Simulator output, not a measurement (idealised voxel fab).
The process module presented herein is designated voxel capacitor over wiring.
Square cells of 5 nm make up the cross-section cut, whose width is 215 nm.
In what follows, cross-sections appear as grids of square cells, described through bands that run from the top down, where every band is one or more rows of cells.
Heads up on the band format: heights come first, top then bottom, in nm. After that it's the materials left to right, each with its width in nm. A single material flagged "all across" fills the whole band edge to edge, and "empty" means there's empty space there.
Ref level 0: as-received wafer is one material below here. Bottom band extends down with no lower bound ("from 0 down").
The two numbers in a width such as "30..40" mark its ends across the band: the first belongs to the top row of cells, the second to the bottom row, and from each row to the next the width moves by the same amount.
"no modification" (step): cross-section cells unchanged, all of them.
Entry "Voids, enclosed". Content: empty spaces with no open connection to the top, size 8 cells or greater. Each: width x height at distance. Distance: from left edge. Unit: nm.
Text after the settings on a step's line: the simulator's own remark on that step.
Steps that use a mask can have "overlay nm" on their line. It says how far the mask sat to the right of where it was meant to be. Negative means to the left.
Here's what the planned process steps look like:
- 1: RECEIVE [material Si]
- 2: CONFORMAL_DEP [material SiO2] [thk nm 10]
- 3: DIRECTIONAL_DEP [material TiN] [thk nm 5]
- 4: DIRECTIONAL_DEP [material Ru] [thk nm 20]
- 5: DIRECTIONAL_DEP [material aC] [thk nm 15]
- 6: PATTERN [tone cover] [mask id METAL_1] [material resist] [width nm 30] [pitch nm 95] [thk nm 30] [overlay nm 0]
- 7: DIRECTIONAL_ETCH [etch materials aC] [depth nm 15]
- 8: STRIP [etch materials resist]
- 9: DIRECTIONAL_ETCH [etch materials Ru] [depth nm 20]
- 10: DIRECTIONAL_ETCH [etch materials TiN] [depth nm 5]
- 11: STRIP [etch materials aC]
- 12: CONFORMAL_DEP [material SiN] [thk nm 5]
- 13: FILL_DEP [material lowk] [thk nm 10]
- 14: CMP [height nm 35]
- 15: CONFORMAL_DEP [material SiCN] [thk nm 5]
- 16: DIRECTIONAL_DEP [material SiO2] [thk nm 20]
- 17: MASKED_ETCH [tone open] [mask id PLUG_1] [width nm 15] [etch materials SiO2] [depth nm 20] [overlay nm 0]
- 18: MASKED_ETCH [tone open] [mask id PLUG_1] [width nm 15] [etch materials SiCN] [depth nm 5] [overlay nm 0]
- 19: CONFORMAL_DEP [material TiN] [thk nm 5]
- 20: FILL_DEP [material Ru] [thk nm 5]
- 21: CMP [height nm 60]
- 22: DIRECTIONAL_DEP [material TiN] [thk nm 5]
- 23: DIRECTIONAL_DEP [material HfO2] [thk nm 5]
- 24: DIRECTIONAL_DEP [material TiN] [thk nm 5]
- 25: PATTERN [tone cover] [mask id UPPER_PLATE] [material resist] [width nm 70] [thk nm 15] [overlay nm 0]
- 26: DIRECTIONAL_ETCH [etch materials TiN] [depth nm 5]
- 27: DIRECTIONAL_ETCH [etch materials HfO2] [depth nm 5]
- 28: STRIP [etch materials resist]
- 29: PATTERN [tone cover] [mask id LOWER_PLATE] [material resist] [width nm 80] [thk nm 20] [overlay nm 0]
- 30: DIRECTIONAL_ETCH [etch materials TiN] [depth nm 5]
- 31: STRIP [etch materials resist]
- 32: FILL_DEP [material SiO2] [thk nm 20]
- 33: CMP [height nm 90]
- 34: PATTERN [tone open] [mask id PLUG_2] [material resist] [width nm 15] [thk nm 20] [overlay nm 0]
- 35: DIRECTIONAL_ETCH [etch materials SiO2] [depth nm 15]
- 36: STRIP [etch materials resist]
- 37: CONFORMAL_DEP [material TiN] [thk nm 5]
- 38: FILL_DEP [material Cu] [thk nm 10]
- 39: CMP [height nm 90]
- 40: CONFORMAL_DEP [material SiCN] [thk nm 5]
As-received wafer cross-section (after step 1):
* from 0 down | Si all across
* Voids, enclosed: none
First wafer of two, sectioned at end of module; run went per plan:
* from 95 to 90 | SiCN all across
* from 90 to 80 | 70 of SiO2, 5 of TiN, 5 of Cu, 5 of TiN, 130 of SiO2
* from 80 to 70 | 70..60 of SiO2, 15..70 of TiN, 130..85 of SiO2
* from 70 to 65 | 60 of SiO2, 70 of HfO2, 85 of SiO2
* from 65 to 60 | 55 of SiO2, 80 of TiN, 80 of SiO2
* from 60 to 40 | 60 of SiO2, 5 of TiN, 5 of Ru, 5 of TiN, 140 of SiO2
* from 40 to 35 | 60 of SiCN, 15 of TiN, 140 of SiCN
* from 35 to 15 | 40 of lowk, 5 of SiN, 30 of Ru, 5 of SiN, 55 of lowk, 5 of SiN, 30 of Ru, 5 of SiN, 40 of lowk
* from 15 to 10 | 45 of SiN, 30 of TiN, 65 of SiN, 30 of TiN, 45 of SiN
* from 10 to 0 | SiO2 all across
* from 0 down | Si all across
* Voids, enclosed: none
Second wafer at the end: like start, like plan, one mistake:
* from 110 to 105 | SiCN all across
* from 105 to 95 | Cu all across
* from 95 to 90 | 75 of TiN, 5 of Cu, 135 of TiN
* from 90 to 80 | 70 of SiO2, 5 of TiN, 5 of Cu, 5 of TiN, 130 of SiO2
* from 80 to 70 | 70..60 of SiO2, 15..70 of TiN, 130..85 of SiO2
* from 70 to 65 | 60 of SiO2, 70 of HfO2, 85 of SiO2
* from 65 to 60 | 55 of SiO2, 80 of TiN, 80 of SiO2
* from 60 to 40 | 60 of SiO2, 5 of TiN, 5 of Ru, 5 of TiN, 140 of SiO2
* from 40 to 35 | 60 of SiCN, 15 of TiN, 140 of SiCN
* from 35 to 15 | 40 of lowk, 5 of SiN, 30 of Ru, 5 of SiN, 55 of lowk, 5 of SiN, 30 of Ru, 5 of SiN, 40 of lowk
* from 15 to 10 | 45 of SiN, 30 of TiN, 65 of SiN, 30 of TiN, 45 of SiN
* from 10 to 0 | SiO2 all across
* from 0 down | Si all across
* Voids, enclosed: none
So what did we get wrong on this run? plan step 39 was not performed, having been skipped
Materials where the second wafer ends with more or fewer cells than the first: +87 Cu | +42 TiN
